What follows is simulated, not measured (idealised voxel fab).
process module | voxel ribs on slabs
cross-section cut | 240 nm wide | cells 5 nm
A cross-section is a grid of square cells, given in bands from the top down. A band is one or more rows of cells.
Each band's line starts with the height of the band's top and of its bottom, in nm. Then come its materials from left to right, each with its width in nm. One material with "throughout" fills the band from edge to edge. "air" is empty space.
Height 0 is the level under which the wafer as received is all one material. The lowest band goes on downwards, as in "0 down".
A width such as "30 to 40" changes by the same amount from each row of cells to the next, from the band's top row to its bottom row.
"no change" after a step means that no cell of the cross-section changed.
closed voids: empty space of 8 cells or more with no open way to the top, each as width x height at its distance from the left edge, in nm
after a step's settings: what the simulator itself notes on the step
overlay nm, on a step with a mask: how far to the right of its planned place the mask lay; to the left if negative
plan
1 op RECEIVE | material Si
2 op DIRECTIONAL_DEP | material SiO2 | thk nm 25
3 op DIRECTIONAL_DEP | material polySi | thk nm 15
4 op PATTERN | tone cover | mask id RIB | material resist | width nm 25 | thk nm 15 | overlay nm 0
5 op DIRECTIONAL_ETCH | etch materials polySi | depth nm 5
6 op STRIP | etch materials resist
7 op PATTERN | tone cover | mask id SLAB | material resist | width nm 75 | thk nm 20 | overlay nm 0
8 op DIRECTIONAL_ETCH | etch materials polySi | depth nm 15
9 op STRIP | etch materials resist
10 op FILL_DEP | material SiO2 | thk nm 25
11 op CMP | height nm 65
12 op DIRECTIONAL_DEP | material TiN | thk nm 10
13 op MASKED_ETCH | tone cover | mask id HEATER | width nm 35 | etch materials TiN | depth nm 10 | overlay nm 0
14 op CONFORMAL_DEP | material SiO2 | thk nm 5
varied across the wafers: thk nm of step 3. The plan shows the first wafer's value. All wafers start alike
first wafer as received, after step 1
  0 down: Si throughout
  closed voids: none
first wafer at the end, after step 14
  80 to 75: air 95 | SiO2 45 | air 100
  75 to 70: air 95 | SiO2 5 | TiN 35 | SiO2 5 | air 100
  70 to 65: SiO2 100 | TiN 35 | SiO2 105
  65 to 40: SiO2 throughout
  40 to 35: SiO2 105 | polySi 25 | SiO2 110
  35 to 25: SiO2 80 | polySi 75 | SiO2 85
  25 to 0: SiO2 throughout
  0 down: Si throughout
  closed voids: none
last wafer at the end
  80 to 75: air 95 | SiO2 45 | air 100
  75 to 70: air 95 | SiO2 5 | TiN 35 | SiO2 5 | air 100
  70 to 65: SiO2 100 | TiN 35 | SiO2 105
  65 to 60: SiO2 throughout
  60 to 55: SiO2 105 | polySi 25 | SiO2 110
  55 to 40: SiO2 80 | polySi 75 | SiO2 85
  40 to 25: polySi throughout
  25 to 0: SiO2 throughout
  0 down: Si throughout
  closed voids: none
each wafer at the end: cells of each material gained (+) or lost (-) since it was received, then its closed voids
thk nm 15 | +641 SiO2 | +14 TiN | +35 polySi | closed voids: none
thk nm 20 | +626 SiO2 | +14 TiN | +50 polySi | closed voids: none
thk nm 25 | +578 SiO2 | +14 TiN | +98 polySi | closed voids: none
thk nm 30 | +530 SiO2 | +14 TiN | +146 polySi | closed voids: none
thk nm 35 | +482 SiO2 | +14 TiN | +194 polySi | closed voids: none
